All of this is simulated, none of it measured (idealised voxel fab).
This section sets out a process module, namely voxel lift off.
Cross-sectional view cut (width: 195 nm; square cell size: 5 nm).
Reading order for cross-sections: top band down to bottom band. Underlying form: a grid of square cells. Band size: one or more rows of cells.
Quick guide to a band line: top height, bottom height (nm) up front; then every material left to right with its width in nm. Only one material and it's marked "edge to edge"? Then it fills the band edge to edge. And "blank" just means empty space.
For the purposes of this specification, 0 denotes the height below which the wafer in its as-received condition is composed wholly of one material, and the lowermost band, lacking a lower limit, extends downward without end, as expressed in "top 0, no bottom".
A width given as "30->40" starts at the first number in the band's top row and ends at the second number in its bottom row, shifting by an equal amount at every step from row to row.
A step reported as "all unchanged" is a step in which no cell of the cross-section changed.
So "Voids lacking openings" is basically the list of trapped voids: any empty space of 8 cells or more that can't reach the top through an opening. They're written width x height at distance, the distance being from the left edge, and it's all nm.
Post-settings text on a step line: simulator's own remark regarding the step.
On any step carrying a mask, the "overlay nm" setting, if present on the step's line, tells how far right of its planned place the mask lay; negative values point to the left.
[Process steps (planned)]
| 1 | RECEIVE, material Si |
| 2 | CONFORMAL_DEP, material Al2O3, thk nm 15 |
| 3 | PATTERN, tone open, mask id LINES, material resist, width nm 15, pitch nm 45, thk nm 30, overlay nm 0 |
| 4 | DIRECTIONAL_DEP, material Ru, thk nm 15 |
| 5 | STRIP, etch materials resist |
| 6 | CONFORMAL_DEP, material SiN, thk nm 5 |
[Wafer at receipt (post step 1), cross-section]
  top 0, no bottom | Si edge to edge
  Voids lacking openings: none
[Final cross-section, module run with one mistake (start and plan as above)]
  top 35, bottom 30 | blank: 15 | SiN: 30 | blank: 15 | SiN: 30 | blank: 15 | SiN: 30 | blank: 15 | SiN: 30 | blank: 15
  top 30, bottom 20 | blank: 15 | SiN: 5 | Ru: 20 | SiN: 5 | blank: 15 | SiN: 5 | Ru: 20 | SiN: 5 | blank: 15 | SiN: 5 | Ru: 20 | SiN: 5 | blank: 15 | SiN: 5 | Ru: 20 | SiN: 5 | blank: 15
  top 20, bottom 15 | SiN: 20 | Ru: 20 | SiN: 25 | Ru: 20 | SiN: 25 | Ru: 20 | SiN: 25 | Ru: 20 | SiN: 20
  top 15, bottom 0 | Al2O3 edge to edge
  top 0, no bottom | Si edge to edge
  Voids lacking openings: none
Plan not followed: planned and actual differ for step 3; actual: PATTERN, tone open, mask id LINES, material resist, width nm 20, pitch nm 45, thk nm 30, overlay nm 0
